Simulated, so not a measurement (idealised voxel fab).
process module | voxel tone inversion
cross-section cut | 175 nm wide | cells 5 nm
A cross-section is a grid of square cells, given in bands from the top down. A band is one or more rows of cells.
Each band's line starts with the height of the band's top and of its bottom, in nm. Then come its materials from left to right, each with its width in nm. One material with "throughout" fills the band from edge to edge. "air" is empty space.
Height 0 is the level under which the wafer as received is all one material. The lowest band goes on downwards, as in "0 down".
A width such as "30 to 40" changes by the same amount from each row of cells to the next, from the band's top row to its bottom row.
"no change" after a step means that no cell of the cross-section changed.
closed voids: empty space of 8 cells or more with no open way to the top, each as width x height at its distance from the left edge, in nm
after a step's settings: what the simulator itself notes on the step
overlay nm, on a step with a mask: how far to the right of its planned place the mask lay; to the left if negative
plan
1 op RECEIVE | material Si
2 op CONFORMAL_DEP | material SiCN | thk nm 5
3 op DIRECTIONAL_DEP | material aC | thk nm 25
4 op PATTERN | tone cover | mask id POSTS | material resist | width nm 20 | pitch nm 40 | thk nm 30 | overlay nm 0
5 op DIRECTIONAL_ETCH | etch materials aC | depth nm 25
6 op STRIP | etch materials resist
7 op FILL_DEP | material lowk | thk nm 5
8 op CMP | height nm 30
9 op STRIP | etch materials aC
first wafer, as planned
as received, after step 1
  0 down: Si throughout
  closed voids: none
after step 2
  5 to 0: SiCN throughout
  below 0: unchanged
after step 3
  30 to 5: aC throughout
  below 5: unchanged
after step 4
  60 to 30: air 55 | resist 20 | air 20 | resist 20 | air 60
  below 30: unchanged
after step 5
  35 to 30: air 55 | resist 20 | air 20 | resist 20 | air 60
  30 to 5: air 55 | aC 20 | air 20 | aC 20 | air 60
  below 5: unchanged
after step 6
  30 to 5: air 55 | aC 20 | air 20 | aC 20 | air 60
  below 5: unchanged
after step 7
  35 to 30: lowk throughout
  30 to 5: lowk 55 | aC 20 | lowk 20 | aC 20 | lowk 60
  below 5: unchanged
after step 8
  30 to 5: lowk 55 | aC 20 | lowk 20 | aC 20 | lowk 60
  below 5: unchanged
after step 9
  30 to 5: lowk 55 | air 20 | lowk 20 | air 20 | lowk 60
  below 5: unchanged
second wafer: like start, like plan, one mistake. Through step 1 it matches the first wafer
when step 2 should have ended: no change
when step 3 should have ended
  25 to 0: aC throughout
  below 0: unchanged
when step 4 should have ended
  55 to 25: air 55 | resist 20 | air 20 | resist 20 | air 60
  below 25: unchanged
when step 5 should have ended
  30 to 25: air 55 | resist 20 | air 20 | resist 20 | air 60
  25 to 0: air 55 | aC 20 | air 20 | aC 20 | air 60
  below 0: unchanged
when step 6 should have ended
  25 to 0: air 55 | aC 20 | air 20 | aC 20 | air 60
  below 0: unchanged
when step 7 should have ended
  30 to 25: lowk throughout
  25 to 0: lowk 55 | aC 20 | lowk 20 | aC 20 | lowk 60
  below 0: unchanged
when step 8 should have ended: no change
when step 9 should have ended: no change
what went wrong: step 2 was left out
at the end the second wafer has, in cells: 35 fewer of SiCN | 40 more of aC | 35 more of lowk
